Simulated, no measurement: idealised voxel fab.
Proc. module: voxel fin reveal
For reference, the cross-section in this document is cut, with width 160 nm and square cells of 5 nm.
How to read a cross-section here: the picture is a grid of square cells, written as bands going from the top down, and any band can span one or more rows of cells.
The band entry comprises the height of the band's top followed by the height of its bottom, expressed in nm, and subsequently the band's materials from left to right, each stated together with its width in nm. Where a single material is marked with the word "throughout", that material fills the band from edge to edge. The word "empty" represents empty space.
Zero point of the height axis is 0; under it, received wafer = one material. Lowest band: continues down indefinitely, "0 nm and below".
Note: "30..40" means the width goes from the first number (top row of the band) to the second number (bottom row) in equal steps per row of cells.
Where the words "same as before" appear for a step, the cross-section shows no cell changed by that step; every cell remained as before.
"Enclosed internal voids" means: voids of 8 cells or more that are shut off from the top with no open way through. Written width x height at distance, distance from the left edge, in nm.
Heads up: the bit after the settings on a step's line is the simulator's remark on that step.
overlay nm: for a step with a mask, the amount by which the mask lay right of where it was planned; a negative amount means left of it.
-- List of planned process steps
| 1 | RECEIVE with material Si |
| 2 | CONFORMAL_DEP with material SiN, thk nm 5 |
| 3 | DIRECTIONAL_DEP with material aC, thk nm 15 |
| 4 | PATTERN with tone cover, mask id FINS, material resist, width nm 15, pitch nm 35, thk nm 35, overlay nm 0 |
| 5 | DIRECTIONAL_ETCH with etch materials aC, depth nm 15 |
| 6 | STRIP with etch materials resist |
| 7 | DIRECTIONAL_ETCH with etch materials SiN, depth nm 5 |
| 8 | DIRECTIONAL_ETCH with etch materials Si, depth nm 30 |
| 9 | STRIP with etch materials aC |
| 10 | OXIDIZE with depth nm 5 |
| 11 | FILL_DEP with material SiO2, thk nm 10 |
| 12 | CMP with height nm 5 |
| 13 | SELECTIVE_ETCH with etch materials SiO2, depth nm 15 |
| 14 | STRIP with etch materials SiN |
| 15 | CONFORMAL_DEP with material SiO2, thk nm 5 |
-- Cross-section of the wafer upon arrival, representing the state reached after step 1
    0 nm and below = Si throughout
    Enclosed internal voids: none
-- Same starting wafer, same plan as above, one mistake in the execution; this is the cross-section at the end of the module
    5 nm to 0 nm = empty (20)  SiO2 (20)  empty (15)  SiO2 (20)  empty (15)  SiO2 (20)  empty (15)  SiO2 (20)  empty (15)
    0 nm to -5 nm = empty (20)  SiO2 (5)  Si (10)  SiO2 (5)  empty (15)  SiO2 (5)  Si (10)  SiO2 (5)  empty (15)  SiO2 (5)  Si (10)  SiO2 (5)  empty (15)  SiO2 (5)  Si (10)  SiO2 (5)  empty (15)
    -5 nm to -35 nm = SiO2 (25)  Si (10)  SiO2 (25)  Si (10)  SiO2 (25)  Si (10)  SiO2 (25)  Si (10)  SiO2 (20)
    -35 nm and below = Si throughout
    Enclosed internal voids: none
Deviation noted in wafer processing: step 4 did not happen as planned, as run it was PATTERN with tone cover, mask id FINS, material resist, width nm 20, pitch nm 35, thk nm 35, overlay nm 0
